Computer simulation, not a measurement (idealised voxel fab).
The following process module bears the name voxel ribs on slabs.
This is section cut - it's 220 nm across, gridded in 5 nm square cells.
Format of a cross-section: grid, square cells. Given as bands. Order: top down. Band: one or more rows of cells.
Basically the band line says how high the top is and how high the bottom is, in nm, and then what's in it from left to right, every material with its width in nm. Empty space shows up as "blank", and if a single material carries "everywhere" it runs the full band edge to edge.
Height is counted from the level 0, under which the received wafer is composed throughout of one material. The lowest of the bands is not closed at the bottom but continues downward, in the notation "z 0 and below".
The width entry "30->40" should be interpreted row by row: the top row of cells in the band takes the first number, the bottom row takes the second number, and the change between adjacent rows is uniform throughout.
"changes: none", as given for a step, is the statement that not any cell of the cross-section underwent a change during that step.
Look at "Enclosed void entries" for the closed voids: empty spaces with no open path to the top, sized 8 cells or up. Each is width x height at distance, distance from the left edge, all nm.
The remark found on a step's line after its settings is issued by the simulator itself and pertains to that step.
A step line may carry the setting "overlay nm", which, for steps involving a mask, states the distance by which the mask lay to the right of its intended position; negative values denote displacement to the left.

**The following list gives the planned process steps**
1,RECEIVE with material Si
2,DIRECTIONAL_DEP with material SiO2, thk nm 30
3,DIRECTIONAL_DEP with material polySi, thk nm 15
4,MASKED_ETCH with tone cover, mask id RIB, width nm 15, etch materials polySi, depth nm 10, overlay nm 0
5,MASKED_ETCH with tone cover, mask id SLAB, width nm 65, etch materials polySi, depth nm 5, overlay nm 0
6,FILL_DEP with material SiO2, thk nm 25
7,CMP with height nm 65
8,DIRECTIONAL_DEP with material TiN, thk nm 10
9,PATTERN with tone cover, mask id HEATER, material resist, width nm 25, thk nm 20, overlay nm 0
10,DIRECTIONAL_ETCH with etch materials TiN, depth nm 10
11,STRIP with etch materials resist
12,CONFORMAL_DEP with material SiO2, thk nm 5

**As-received state of the wafer in cross-section, equivalent to post-step 1**
- z 0 and below  Si everywhere
- Enclosed void entries: none

**Cross-sectional view of the first of the two wafers upon completion of the module, processed in accordance with the plan**
- z 80 to 75  90 nm blank / 35 nm SiO2 / 95 nm blank
- z 75 to 70  90 nm blank / 5 nm SiO2 / 25 nm TiN / 5 nm SiO2 / 95 nm blank
- z 70 to 65  95 nm SiO2 / 25 nm TiN / 100 nm SiO2
- z 65 to 45  SiO2 everywhere
- z 45 to 35  100 nm SiO2 / 15 nm polySi / 105 nm SiO2
- z 35 to 30  75 nm SiO2 / 65 nm polySi / 80 nm SiO2
- z 30 to 0  SiO2 everywhere
- z 0 and below  Si everywhere
- Enclosed void entries: none

**The second wafer, shown in cross-section after the module: started the same way as the first and given the same plan, yet one mistake crept into how it was run**
- z 75 to 70  90 nm blank / 35 nm SiO2 / 95 nm blank
- z 70 to 65  90 nm blank / 5 nm SiO2 / 25 nm TiN / 5 nm SiO2 / 95 nm blank
- z 65 to 60  95 nm SiO2 / 25 nm TiN / 100 nm SiO2
- z 60 to 45  SiO2 everywhere
- z 45 to 35  100 nm SiO2 / 15 nm polySi / 105 nm SiO2
- z 35 to 30  75 nm SiO2 / 65 nm polySi / 80 nm SiO2
- z 30 to 0  SiO2 everywhere
- z 0 and below  Si everywhere
- Enclosed void entries: none
Diagnosis: heads up, step 7 didn't go per plan, it actually ran as CMP with height nm 60
Final difference in cells, second wafer against first, listed per material as more or fewer: SiO2: 44 fewer
